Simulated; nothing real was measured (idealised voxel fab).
Herein follows the process module entitled voxel gate over fins.
It is cross-section cut that appears here, measuring 160 nm in width, its square cells being 5 nm in size.
We lay out every cross-section as a grid of square cells and spell it out in bands from the top down, where one band means one or more rows of cells. Quick guide to a band line: top height, bottom height (nm) up front; then every material left to right with its width in nm. Only one material and it's marked "throughout"? Then it fills the band edge to edge. And "blank" just means empty space. Heights are reckoned from 0. Under this level, the received wafer is all of one material. The bottommost band is open-ended downward, for example "0 and below". The width entry "30 to 40" should be interpreted row by row: the top row of cells in the band takes the first number, the bottom row takes the second number, and the change between adjacent rows is uniform throughout. "all unchanged" after a step means that no cell of the cross-section changed. The label "Sealed voids" introduces a list of the empty spaces, 8 cells or larger, that have no open way up to the top; each entry in it reads width x height at distance, where the distance is taken from the left edge and all three are stated in nm. Past the settings on a step's line: simulator remark, on that step. Each step line may optionally specify "overlay nm", which for a step with a mask gives the rightward distance between the mask's planned place and where it lay, a negative value indicating the leftward direction.

List of planned process steps
step 1: RECEIVE | material Si
step 2: CONFORMAL_DEP | material SiN | thk nm 5
step 3: PATTERN | tone cover | mask id FINS | material resist | width nm 15 | pitch nm 50 | thk nm 15 | overlay nm 0
step 4: DIRECTIONAL_ETCH | etch materials SiN | depth nm 5
step 5: DIRECTIONAL_ETCH | etch materials Si | depth nm 40
step 6: STRIP | etch materials resist
step 7: FILL_DEP | material SiO2 | thk nm 15
step 8: CMP | height nm 5
step 9: DIRECTIONAL_DEP | material aC | thk nm 15
step 10: PATTERN | tone open | mask id RAIL | material resist | width nm 15 | thk nm 30 | overlay nm 0
step 11: DIRECTIONAL_ETCH | etch materials aC | depth nm 15
step 12: STRIP | etch materials resist
step 13: DIRECTIONAL_ETCH | etch materials SiO2 | depth nm 40
step 14: STRIP | etch materials aC
step 15: CONFORMAL_DEP | material TiN | thk nm 5
step 16: FILL_DEP | material Ru | thk nm 5
step 17: CMP | height nm 5
step 18: SELECTIVE_ETCH | etch materials W Ru TiN | depth nm 25
step 19: FILL_DEP | material SiO2 | thk nm 5
step 20: CMP | height nm 5
step 21: SELECTIVE_ETCH | etch materials SiO2 | depth nm 15
step 22: STRIP | etch materials SiN
step 23: CONFORMAL_DEP | material HfO2 | thk nm 5
step 24: CONFORMAL_DEP | material TiN | thk nm 5
step 25: CONFORMAL_DEP | material TiAl | thk nm 5
step 26: CONFORMAL_DEP | material TiN | thk nm 5
step 27: FILL_DEP | material W | thk nm 15
step 28: CMP | height nm 30
step 29: CONFORMAL_DEP | material SiCN | thk nm 10
The plan shows the width nm of step 10 as the first wafer had it; this setting differs between the wafers, which start out alike.

Sectional view: first of several wafers, as received, after step 1
0 and below: Si throughout
Sealed voids: none

First of several wafers in cross-section at module end, following the final step, step 29
40 down to 30: SiCN throughout
30 down to 20: W throughout
20 down to 15: TiN (155)  W (5)
15 down to 10: TiN (5)  TiAl (45)  TiN (5)  TiAl (45)  TiN (5)  TiAl (45)  TiN (5)  W (5)
10 down to 5: TiN (5)  TiAl (5)  TiN (35)  TiAl (5)  TiN (5)  TiAl (5)  TiN (35)  TiAl (5)  TiN (5)  TiAl (5)  TiN (35)  TiAl (5)  TiN (10)
5 down to 0: TiAl (10)  TiN (5)  HfO2 (25)  TiN (5)  TiAl (15)  TiN (5)  HfO2 (25)  TiN (5)  TiAl (15)  TiN (5)  HfO2 (25)  TiN (5)  TiAl (15)
0 down to -5: TiN (15)  HfO2 (5)  Si (15)  HfO2 (5)  TiN (25)  HfO2 (5)  Si (15)  HfO2 (5)  TiN (25)  HfO2 (5)  Si (15)  HfO2 (5)  TiN (20)
-5 down to -10: HfO2 (20)  Si (15)  HfO2 (35)  Si (15)  HfO2 (35)  Si (15)  HfO2 (25)
-10 down to -20: SiO2 (20)  Si (15)  SiO2 (35)  Si (15)  SiO2 (35)  Si (15)  SiO2 (25)
-20 down to -30: SiO2 (20)  Si (15)  SiO2 (10)  TiN (5)  Ru (5)  TiN (5)  SiO2 (10)  Si (15)  SiO2 (35)  Si (15)  SiO2 (25)
-30 down to -35: SiO2 (20)  Si (15)  SiO2 (10)  TiN (15)  SiO2 (10)  Si (15)  SiO2 (35)  Si (15)  SiO2 (25)
-35 down to -40: SiO2 (20)  Si (15)  SiO2 (35)  Si (15)  SiO2 (35)  Si (15)  SiO2 (25)
-40 and below: Si throughout
Sealed voids: none

Cross-section of the last wafer at end of module
40 down to 30: SiCN throughout
30 down to 20: W throughout
20 down to 15: TiN (155)  W (5)
15 down to 10: TiN (5)  TiAl (45)  TiN (5)  TiAl (45)  TiN (5)  TiAl (45)  TiN (5)  W (5)
10 down to 5: TiN (5)  TiAl (5)  TiN (35)  TiAl (5)  TiN (5)  TiAl (5)  TiN (35)  TiAl (5)  TiN (5)  TiAl (5)  TiN (35)  TiAl (5)  TiN (10)
5 down to 0: TiAl (10)  TiN (5)  HfO2 (25)  TiN (5)  TiAl (15)  TiN (5)  HfO2 (25)  TiN (5)  TiAl (15)  TiN (5)  HfO2 (25)  TiN (5)  TiAl (15)
0 down to -5: TiN (15)  HfO2 (5)  Si (15)  HfO2 (5)  TiN (25)  HfO2 (5)  Si (15)  HfO2 (5)  TiN (25)  HfO2 (5)  Si (15)  HfO2 (5)  TiN (20)
-5 down to -10: HfO2 (20)  Si (15)  HfO2 (35)  Si (15)  HfO2 (35)  Si (15)  HfO2 (25)
-10 down to -20: SiO2 (20)  Si (15)  SiO2 (35)  Si (15)  SiO2 (35)  Si (15)  SiO2 (25)
-20 down to -30: SiO2 (20)  Si (15)  SiO2 (5)  TiN (5)  Ru (20)  TiN (5)  Si (15)  SiO2 (35)  Si (15)  SiO2 (25)
-30 down to -35: SiO2 (20)  Si (15)  SiO2 (5)  TiN (30)  Si (15)  SiO2 (35)  Si (15)  SiO2 (25)
-35 down to -40: SiO2 (20)  Si (15)  SiO2 (35)  Si (15)  SiO2 (35)  Si (15)  SiO2 (25)
-40 and below: Si throughout
Sealed voids: none

Wafer rows; end of module; cells per material since receipt: (+) gained, (-) lost; then closed voids
width nm 15 | +44 HfO2 | +2 Ru | -184 Si | +64 SiCN | +129 SiO2 | +44 TiAl | +91 TiN | +66 W | Sealed voids: none
width nm 20 | +44 HfO2 | +4 Ru | -184 Si | +64 SiCN | +126 SiO2 | +44 TiAl | +92 TiN | +66 W | Sealed voids: none
width nm 25 | +44 HfO2 | +6 Ru | -184 Si | +64 SiCN | +123 SiO2 | +44 TiAl | +93 TiN | +66 W | Sealed voids: none
width nm 30 | +44 HfO2 | +8 Ru | -184 Si | +64 SiCN | +120 SiO2 | +44 TiAl | +94 TiN | +66 W | Sealed voids: none
